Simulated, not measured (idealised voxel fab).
Process module, titled voxel ribs on slabs
Xsec cut, 280 nm wide, square cell size 5 nm.
Each cross-section below is a grid of square cells, stated as bands in top-down order, with one or more rows of cells making up each band.
Look at the band entry: it leads with the top's height and the bottom's height in nm. Then it lists the materials left to right, with a width in nm for each. The word "throughout" on a single material says that material fills the band edge to edge. The word "empty" is empty space.
Zero point of the height axis is 0; under it, received wafer = one material. Lowest band: continues down indefinitely, "0 -> down".
Think of "30..40" as a width that walks from the first number to the second as you go down the band, top row to bottom row, taking equal-sized steps from row to row.
Given "remained unchanged" for a step, no cell of the cross-section differs between before and after that step.
"Unvented internal voids" means: voids of 8 cells or more that are shut off from the top with no open way through. Written width x height at distance, distance from the left edge, in nm.
On a step's line, text after the settings is the simulator commenting on that step.
The optional step-line setting "overlay nm" applies to steps with a mask and quantifies how far to the right of its planned location the mask lay, a negative value indicating leftward placement.

Steps in the process plan:
step 1: RECEIVE, material Si
step 2: DIRECTIONAL_DEP, material SiO2, thk nm 20
step 3: DIRECTIONAL_DEP, material SiN, thk nm 15
step 4: PATTERN, tone cover, mask id RIB, material resist, width nm 15, thk nm 15, overlay nm 0
step 5: DIRECTIONAL_ETCH, etch materials SiN, depth nm 5
step 6: STRIP, etch materials resist
step 7: DIRECTIONAL_DEP, material aC, thk nm 10
step 8: PATTERN, tone cover, mask id SLAB, material resist, width nm 65, thk nm 25, overlay nm 0
step 9: DIRECTIONAL_ETCH, etch materials aC, depth nm 10
step 10: STRIP, etch materials resist
step 11: DIRECTIONAL_ETCH, etch materials SiN, depth nm 10
step 12: STRIP, etch materials aC
step 13: FILL_DEP, material SiO2, thk nm 15
step 14: CMP, height nm 45
step 15: DIRECTIONAL_DEP, material W, thk nm 5
step 16: PATTERN, tone cover, mask id HEATER, material resist, width nm 25, thk nm 20, overlay nm 0
step 17: DIRECTIONAL_ETCH, etch materials W, depth nm 5
step 18: STRIP, etch materials resist
step 19: CONFORMAL_DEP, material SiO2, thk nm 5

The cross-section here shows the wafer as received, i.e. in its state after step 1:
0 -> down | Si throughout
Unvented internal voids: none

The plan above was carried out on the starting structure above with one mistake, and this cross-section shows the wafer at the end of the module:
55 -> 50 | empty 120, then SiO2 35, then empty 125
50 -> 45 | SiO2 125, then W 25, then SiO2 130
45 -> 35 | SiO2 throughout
35 -> 30 | SiO2 130, then SiN 15, then SiO2 135
30 -> 20 | SiO2 110, then SiN 65, then SiO2 105
20 -> 0 | SiO2 throughout
0 -> down | Si throughout
Unvented internal voids: none
Processing error: the process deviated at step 8: the operation and settings actually run there were PATTERN, tone cover, mask id SLAB, material resist, width nm 65, thk nm 25, overlay nm 5
